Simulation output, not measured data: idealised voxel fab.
Name of the process module below: voxel double patterning
Square cells of 5 nm make up the cross-section cut, whose width is 220 nm.
Cross-sections here: square-cell grids, written as top-down lists of bands, a band being one or more rows of cells.
Within each band entry, the heights of the top and of the bottom of the band appear first, in that order and in nm; the materials of the band then follow from left to right, each with its corresponding width in nm. The designation "everywhere" on a single material indicates that it fills the band from edge to edge; the designation "air" indicates empty space.
Zero point of the height axis is 0; under it, received wafer = one material. Lowest band: continues down indefinitely, "top 0, no bottom".
Graded width ("30->40"): value in top row of band = first number; value in bottom row = second number; row-to-row change constant.
"no change occurred" -> step changed no cross-section cell.
Under "Closed void register" you'll find the enclosed gaps, the ones with no way out to the top, that are 8 cells or bigger; each reads width x height at distance, with distance counted from the left edge, everything in nm.
Step line, after settings: the simulator's comment on this step.
overlay nm, on a step with a mask: how far to the right of its planned place the mask lay; to the left if negative

SO HERE'S THE LINEUP OF PROCESS STEPS WE PLANNED
| 1 | RECEIVE | material Si |
| 2 | CONFORMAL_DEP | material SiO2 | thk nm 5 |
| 3 | DIRECTIONAL_DEP | material TiN | thk nm 15 |
| 4 | DIRECTIONAL_DEP | material SiCN | thk nm 10 |
| 5 | PATTERN | tone open | mask id FIRST | material resist | width nm 15 | pitch nm 50 | thk nm 15 | overlay nm 0 |
| 6 | DIRECTIONAL_ETCH | etch materials SiCN | depth nm 10 |
| 7 | STRIP | etch materials resist |
| 8 | DIRECTIONAL_DEP | material aC | thk nm 10 |
| 9 | PATTERN | tone open | mask id SECOND | material resist | width nm 15 | thk nm 25 | overlay nm -15 |
| 10 | DIRECTIONAL_ETCH | etch materials aC | depth nm 10 |
| 11 | STRIP | etch materials resist |
| 12 | DIRECTIONAL_ETCH | etch materials SiCN | depth nm 10 |
| 13 | STRIP | etch materials aC |
| 14 | DIRECTIONAL_ETCH | etch materials TiN | depth nm 15 |
| 15 | STRIP | etch materials SiCN |
For clarity, it should be stated that the wafers under discussion commence in an identical condition and differ with respect to the overlay nm of step 9, the plan indicating the value that the first wafer had.

CROSS-SECTION OF THE FIRST OF SEVERAL RECEIVED WAFERS, SHOWING ITS STATE AFTER STEP 1
> top 0, no bottom: Si everywhere
> Closed void register: none

HERE'S THE FIRST OF SEVERAL WAFERS IN CROSS-SECTION, END OF THE MODULE, AFTER THE LAST STEP, STEP 15
> top 20, bottom 5: TiN=75; air=25; TiN=25; air=15; TiN=80
> top 5, bottom 0: SiO2 everywhere
> top 0, no bottom: Si everywhere
> Closed void register: none

END OF MODULE: CROSS-SECTION, LAST OF SEVERAL WAFERS
> top 20, bottom 5: TiN=75; air=15; TiN=25; air=25; TiN=80
> top 5, bottom 0: SiO2 everywhere
> top 0, no bottom: Si everywhere
> Closed void register: none

WAFER ROWS, END OF MODULE: CELLS PER MATERIAL GAINED (+) OR LOST (-) SINCE RECEIPT; CLOSED VOIDS LAST
overlay nm -15, +44 SiO2, +108 TiN, Closed void register: none
overlay nm -10, +44 SiO2, +105 TiN, Closed void register: none
overlay nm -5, +44 SiO2, +105 TiN, Closed void register: none
overlay nm 0, +44 SiO2, +105 TiN, Closed void register: none
overlay nm 5, +44 SiO2, +105 TiN, Closed void register: none
overlay nm 10, +44 SiO2, +105 TiN, Closed void register: none
overlay nm 15, +44 SiO2, +108 TiN, Closed void register: none
